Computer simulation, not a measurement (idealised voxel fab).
process module | voxel gate over fins
cross-section cut | 250 nm wide | cells 5 nm
A cross-section is a grid of square cells, given in bands from the top down. A band is one or more rows of cells.
Each band's line starts with the height of the band's top and of its bottom, in nm. Then come its materials from left to right, each with its width in nm. One material with "throughout" fills the band from edge to edge. "air" is empty space.
Height 0 is the level under which the wafer as received is all one material. The lowest band goes on downwards, as in "0 down".
A width such as "30 to 40" changes by the same amount from each row of cells to the next, from the band's top row to its bottom row.
"no change" after a step means that no cell of the cross-section changed.
closed voids: empty space of 8 cells or more with no open way to the top, each as width x height at its distance from the left edge, in nm
after a step's settings: what the simulator itself notes on the step
overlay nm, on a step with a mask: how far to the right of its planned place the mask lay; to the left if negative
plan
1 op RECEIVE | material Si
2 op CONFORMAL_DEP | material SiN | thk nm 10
3 op DIRECTIONAL_DEP | material aC | thk nm 15
4 op PATTERN | tone cover | mask id FINS | material resist | width nm 15 | pitch nm 35 | thk nm 30 | overlay nm 0
5 op DIRECTIONAL_ETCH | etch materials aC | depth nm 15
6 op STRIP | etch materials resist
7 op DIRECTIONAL_ETCH | etch materials SiN | depth nm 10
8 op DIRECTIONAL_ETCH | etch materials Si | depth nm 40
9 op STRIP | etch materials aC
10 op FILL_DEP | material SiO2 | thk nm 15
11 op CMP | height nm 10
12 op SELECTIVE_ETCH | etch materials SiO2 | depth nm 25
13 op STRIP | etch materials SiN
14 op CONFORMAL_DEP | material HfO2 | thk nm 5
15 op CONFORMAL_DEP | material TiN | thk nm 5
16 op CONFORMAL_DEP | material TiAl | thk nm 5
17 op CONFORMAL_DEP | material TiN | thk nm 5
18 op FILL_DEP | material W | thk nm 15
19 op CMP | height nm 30
20 op CONFORMAL_DEP | material SiN | thk nm 5
as received, after step 1
  0 down: Si throughout
  closed voids: none
first wafer at the end, as planned
  35 to 30: SiN throughout
  30 to 20: W throughout
  20 to 15: W 80 | TiN 90 | W 80
  15 to 10: W 80 | TiN 5 | TiAl 80 | TiN 5 | W 80
  10 to 5: W 80 | TiN 5 | TiAl 5 | TiN 70 | TiAl 5 | TiN 5 | W 80
  5 to 0: TiN 85 | TiAl 5 | TiN 5 | HfO2 25 | TiN 10 | HfO2 25 | TiN 5 | TiAl 5 | TiN 85
  0 to -5: TiAl 90 | TiN 5 | HfO2 5 | Si 15 | HfO2 5 | TiN 10 | HfO2 5 | Si 15 | HfO2 5 | TiN 5 | TiAl 90
  -5 to -10: TiN 95 | HfO2 5 | Si 15 | HfO2 5 | TiN 10 | HfO2 5 | Si 15 | HfO2 5 | TiN 95
  -10 to -15: HfO2 100 | Si 15 | HfO2 20 | Si 15 | HfO2 100
  -15 to -40: SiO2 100 | Si 15 | SiO2 20 | Si 15 | SiO2 100
  -40 down: Si throughout
  closed voids: none
second wafer at the end: like start, like plan, one mistake
  35 to 30: SiN throughout
  30 to 20: W throughout
  20 to 15: W 70 | TiN 90 | W 90
  15 to 10: W 70 | TiN 5 | TiAl 80 | TiN 5 | W 90
  10 to 5: W 70 | TiN 5 | TiAl 5 | TiN 70 | TiAl 5 | TiN 5 | W 90
  5 to 0: TiN 75 | TiAl 5 | TiN 5 | HfO2 25 | TiN 10 | HfO2 25 | TiN 5 | TiAl 5 | TiN 95
  0 to -5: TiAl 80 | TiN 5 | HfO2 5 | Si 15 | HfO2 5 | TiN 10 | HfO2 5 | Si 15 | HfO2 5 | TiN 5 | TiAl 100
  -5 to -10: TiN 85 | HfO2 5 | Si 15 | HfO2 5 | TiN 10 | HfO2 5 | Si 15 | HfO2 5 | TiN 105
  -10 to -15: HfO2 90 | Si 15 | HfO2 20 | Si 15 | HfO2 110
  -15 to -40: SiO2 90 | Si 15 | SiO2 20 | Si 15 | SiO2 110
  -40 down: Si throughout
  closed voids: none
what went wrong: step 4 ran as: op PATTERN | tone cover | mask id FINS | material resist | width nm 15 | pitch nm 35 | thk nm 30 | overlay nm -10
at the end the second wafer has, in cells: as many of each material as the first, in other places
